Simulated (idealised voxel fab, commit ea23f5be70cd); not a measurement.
Process module name: voxel self aligned vias
Section cut is 145 nm wide and gridded with 5 nm square cells.
A cross-section is a grid of square cells, given in bands from the top down. A band is one or more rows of cells.
Per band: top height and bottom height in nm, followed by the left-to-right materials and their widths in nm; "everywhere" marks a single material spanning edge to edge, "blank" marks empty space.
Heads up on the height convention: 0 is the point under which the incoming wafer is all one material, and the lowest band has no bottom, it just keeps going down, like "0 -> down".
Width spec "30..40" -> top row of cells at first value, bottom row at second value, equal per-row change in between.
What does "same as before" mean for a step? It means no cell of the cross-section changed in that step.
Enclosed voids (no open way to top), threshold 8 cells or more, entry "Closed void table", notation width x height at distance, distance from left edge, nm.
Step line, after settings: the simulator's comment on this step.
Among the settings permitted on a step's line is "overlay nm"; applied to a step with a mask, it specifies the extent to which the mask lay to the right of its planned position, whereas a negative figure signifies a position to the left.

The steps planned for the process are as follows:
1. RECEIVE: material Si
2. CONFORMAL_DEP: material SiO2, thk nm 15
3. CONFORMAL_DEP: material SiCN, thk nm 5
4. DIRECTIONAL_DEP: material lowk, thk nm 25
5. MASKED_ETCH: tone open, mask id LINES, width nm 25, pitch nm 65, etch materials lowk, depth nm 25, overlay nm 0
6. CONFORMAL_DEP: material TiN, thk nm 5
7. FILL_DEP: material Ru, thk nm 5
8. CMP: height nm 45
9. SELECTIVE_ETCH: etch materials W Ru TiN, depth nm 10
10. FILL_DEP: material SiN, thk nm 5
11. CMP: height nm 45
12. DIRECTIONAL_DEP: material lowk, thk nm 20
13. DIRECTIONAL_DEP: material aC, thk nm 15
14. PATTERN: tone open, mask id VIAS, material resist, width nm 45, thk nm 35, overlay nm 0
15. DIRECTIONAL_ETCH: etch materials aC, depth nm 15
16. STRIP: etch materials resist
17. DIRECTIONAL_ETCH: etch materials lowk, depth nm 20
18. DIRECTIONAL_ETCH: etch materials SiN, depth nm 10
19. STRIP: etch materials aC
20. CONFORMAL_DEP: material TiN, thk nm 5
21. FILL_DEP: material W, thk nm 10
22. CMP: height nm 65
23. CONFORMAL_DEP: material SiN, thk nm 5

Incoming wafer, cross-sectional view, post step 1:
- 0 -> down = Si everywhere
- Closed void table: none

Starting structure and process plan are as shown above, but one mistake was made in running the module; the wafer cross-section at the end of the module follows:
- 70 -> 65 = SiN everywhere
- 65 -> 50 = lowk 15 nm  SiO2 5 nm  W 35 nm  SiO2 5 nm  lowk 85 nm
- 50 -> 45 = lowk 15 nm  SiO2 15 nm  W 15 nm  SiO2 15 nm  lowk 85 nm
- 45 -> 40 = lowk 25 nm  SiO2 5 nm  W 15 nm  SiO2 5 nm  lowk 40 nm  SiN 25 nm  lowk 30 nm
- 40 -> 35 = lowk 25 nm  SiO2 25 nm  lowk 40 nm  SiN 25 nm  lowk 30 nm
- 35 -> 25 = lowk 25 nm  TiN 5 nm  Ru 15 nm  TiN 5 nm  lowk 40 nm  TiN 5 nm  Ru 15 nm  TiN 5 nm  lowk 30 nm
- 25 -> 20 = lowk 25 nm  TiN 25 nm  lowk 40 nm  TiN 25 nm  lowk 30 nm
- 20 -> 15 = SiCN everywhere
- 15 -> 0 = SiO2 everywhere
- 0 -> down = Si everywhere
- Closed void table: none
Nonconformance to the process plan: step 20 was run on a setting that differed from the plan, and what really ran there is CONFORMAL_DEP: material SiO2, thk nm 5
